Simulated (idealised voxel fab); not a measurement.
Process module, titled voxel self aligned contacts
The cross-section shown here is cut; it is 215 nm wide and divided into square cells measuring 5 nm on a side.
Each cross-section below is a grid of square cells, stated as bands in top-down order, with one or more rows of cells making up each band.
Band: top height; bottom height; in nm. Then, left to right: material with width in nm, for each material. "everywhere": a single material spanning edge to edge. "blank": empty space.
Beneath 0, the wafer as received is one material, and that level is where height counting begins. The lowest band goes on downward without a bottom; it is written like "0 -> down".
Note: "30 to 40" means the width goes from the first number (top row of the band) to the second number (bottom row) in equal steps per row of cells.
No cell of the cross-section changed in a step that is given as "no change".
If an empty space has no open way to the top and is at least 8 cells in size, "Closed void table" lists it, written width x height at distance, where distance is measured from the left edge and every value is in nm.
Read whatever lies past the settings on a step's line as the simulator's own remark about the step.
overlay nm: on a step with a mask, how far right of its planned place the mask lay; negative means left.
Plan:
step 1: RECEIVE | material Si
step 2: OXIDIZE | depth nm 5
step 3: DIRECTIONAL_DEP | material polySi | thk nm 20
step 4: DIRECTIONAL_DEP | material SiN | thk nm 20
step 5: MASKED_ETCH | tone cover | mask id GATE | width nm 30 | pitch nm 55 | etch materials SiN | depth nm 20 | overlay nm 0
step 6: MASKED_ETCH | tone cover | mask id GATE | width nm 30 | pitch nm 55 | etch materials polySi | depth nm 20 | overlay nm 0
step 7: CONFORMAL_DEP | material SiN | thk nm 5
step 8: DIRECTIONAL_ETCH | etch materials SiN | depth nm 5
step 9: FILL_DEP | material SiO2 | thk nm 15
step 10: CMP | height nm 50
step 11: MASKED_ETCH | tone open | mask id CONTACT | width nm 35 | etch materials SiO2 | depth nm 55 | overlay nm 0
step 12: CONFORMAL_DEP | material TiN | thk nm 5
step 13: FILL_DEP | material Ru | thk nm 10
step 14: CMP | height nm 50
step 15: CONFORMAL_DEP | material SiCN | thk nm 5
Wafer cross-section on receipt, i.e. after step 1:
- 0 -> down | Si everywhere
- Closed void table: none
Post-module cross-section of the first of two wafers (run per plan):
- 55 -> 50 | SiCN everywhere
- 50 -> 40 | SiO2 90  TiN 5 to 15  Ru 25 to 5  TiN 5 to 15  SiO2 90
- 40 -> 20 | SiO2 60  SiN 40  TiN 5  Ru 5  TiN 5  SiN 40  SiO2 60
- 20 -> 0 | SiO2 60  SiN 5  polySi 30  SiN 5  TiN 5  Ru 5  TiN 5  SiN 5  polySi 30  SiN 5  SiO2 60
- 0 -> -5 | SiO2 100  TiN 15  SiO2 100
- -5 -> down | Si everywhere
- Closed void table: none
This cross-section belongs to the second wafer of two at the end of the module; the start and the plan were shared with the first, and the run included one mistake:
- 55 -> 50 | SiCN everywhere
- 50 -> 45 | SiO2 90  TiN 5  Ru 25  TiN 5  SiO2 90
- 45 -> 40 | SiO2 90  TiN 35  SiO2 90
- 40 -> 20 | SiN 70  SiO2 20  SiN 35  SiO2 20  SiN 70
- 20 -> 0 | polySi everywhere
- 0 -> -5 | SiO2 everywhere
- -5 -> down | Si everywhere
- Closed void table: none
Against the plan, the run slipped here: step 5 changed vs plan, executed as MASKED_ETCH | tone open | mask id GATE | width nm 30 | pitch nm 55 | etch materials SiN | depth nm 20 | overlay nm 0
Final tally in cells, some materials are higher or lower on the second wafer than on the first: -9 Ru | +60 SiN | -157 SiO2 | -18 TiN | +124 polySi
